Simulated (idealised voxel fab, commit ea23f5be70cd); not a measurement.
process module | voxel lift off
cross-section cut | 295 nm wide | cells 5 nm
A cross-section is a grid of square cells, given in bands from the top down. A band is one or more rows of cells.
Each band's line starts with the height of the band's top and of its bottom, in nm. Then come its materials from left to right, each with its width in nm. One material with "throughout" fills the band from edge to edge. "air" is empty space.
Height 0 is the level under which the wafer as received is all one material. The lowest band goes on downwards, as in "0 down".
A width such as "30 to 40" changes by the same amount from each row of cells to the next, from the band's top row to its bottom row.
"no change" after a step means that no cell of the cross-section changed.
closed voids: empty space of 8 cells or more with no open way to the top, each as width x height at its distance from the left edge, in nm
after a step's settings: what the simulator itself notes on the step
overlay nm, on a step with a mask: how far to the right of its planned place the mask lay; to the left if negative
plan
1 op RECEIVE | material Si
2 op CONFORMAL_DEP | material SiN | thk nm 5
3 op PATTERN | tone open | mask id LINES | material resist | width nm 30 | pitch nm 50 | thk nm 20 | overlay nm -15
4 op DIRECTIONAL_DEP | material Ru | thk nm 10
5 op STRIP | etch materials resist
6 op CONFORMAL_DEP | material SiN | thk nm 10
varied across the wafers: overlay nm of step 3. The plan shows the first wafer's value. All wafers start alike
first wafer as received, after step 1
  0 down: Si throughout
  closed voids: none
first wafer at the end, after step 6
  25 to 15: air 30 | SiN 200 | air 65
  15 to 5: SiN 40 | Ru 30 | SiN 20 | Ru 30 | SiN 20 | Ru 30 | SiN 20 | Ru 30 | SiN 75
  5 to 0: SiN throughout
  0 down: Si throughout
  closed voids: none
last wafer at the end
  25 to 15: air 60 | SiN 200 | air 35
  15 to 5: SiN 70 | Ru 30 | SiN 20 | Ru 30 | SiN 20 | Ru 30 | SiN 20 | Ru 30 | SiN 45
  5 to 0: SiN throughout
  0 down: Si throughout
  closed voids: none
each wafer at the end: cells of each material gained (+) or lost (-) since it was received, then its closed voids
overlay nm -15 | +48 Ru | +209 SiN | closed voids: none
overlay nm -10 | +48 Ru | +209 SiN | closed voids: none
overlay nm -5 | +48 Ru | +209 SiN | closed voids: none
overlay nm 0 | +48 Ru | +209 SiN | closed voids: none
overlay nm 5 | +48 Ru | +209 SiN | closed voids: none
overlay nm 10 | +48 Ru | +209 SiN | closed voids: none
overlay nm 15 | +48 Ru | +209 SiN | closed voids: none
